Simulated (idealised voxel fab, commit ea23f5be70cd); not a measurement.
The following process module bears the name voxel released beams.
The cross-section shown here is cut; it is 290 nm wide and divided into square cells measuring 5 nm on a side.
Each cross-section below is a grid of square cells, stated as bands in top-down order, with one or more rows of cells making up each band. First you get the band's top height and its bottom height, in nm, and then the materials it's made of, left to right, with each width in nm. If you see a single material with "throughout", that one covers the band edge to edge. "blank" is empty space. The level at which height equals 0 is the one under which the wafer, as it arrives, is entirely one material. No lower edge exists for the bottom band, which continues downward and is notated as in "0 down". Quick explanation for "30..40": the width changes in equal steps down the rows of cells, from the first number in the band's top row to the second number in its bottom row. What does "changes: none" mean for a step? It means no cell of the cross-section changed in that step. "Non-vented voids" enumerates empty spaces isolated from the top, with no open way to it, that contain at least 8 cells, giving each as width x height at distance from the left edge, all three in nm. Text after the settings on a step's line: the simulator's own remark on that step. What "overlay nm" on a step's line means: if the step has a mask, that mask lay this far to the right of its planned place, or, when the value is negative, to the left.

### List of planned process steps
1,RECEIVE, material Si
2,CONFORMAL_DEP, material SiN, thk nm 10
3,DIRECTIONAL_DEP, material SiO2, thk nm 10
4,MASKED_ETCH, tone open, mask id ANCHOR, width nm 40, etch materials SiO2, depth nm 10, overlay nm -15
5,CONFORMAL_DEP, material TiN, thk nm 15
6,DIRECTIONAL_DEP, material aC, thk nm 15
7,PATTERN, tone cover, mask id BEAM, material resist, width nm 100, thk nm 35, overlay nm 0
8,DIRECTIONAL_ETCH, etch materials aC, depth nm 15
9,STRIP, etch materials resist
10,DIRECTIONAL_ETCH, etch materials TiN, depth nm 15
11,STRIP, etch materials aC
12,STRIP, etch materials SiO2
The plan's step 4 overlay nm is the first wafer's value; the wafers differ in this setting and start identical.

### So this is the first of several wafers, cross-sectioned as it came to us, meaning it's at the end of step 1
    0 down  Si throughout
    Non-vented voids: none

### Below, a row for every wafer. Read it as the end-of-module picture: for each material the wafer shows its cells gained (+) or lost (-) since it was received, and then its closed voids
overlay nm -15; +116 SiN; +72 TiN; Non-vented voids: none
overlay nm -10; +116 SiN; +72 TiN; Non-vented voids: none
overlay nm -5; +116 SiN; +72 TiN; Non-vented voids: none
overlay nm 0; +116 SiN; +72 TiN; Non-vented voids: none
overlay nm 5; +116 SiN; +72 TiN; Non-vented voids: none
overlay nm 10; +116 SiN; +72 TiN; Non-vented voids: none
overlay nm 15; +116 SiN; +72 TiN; Non-vented voids: none
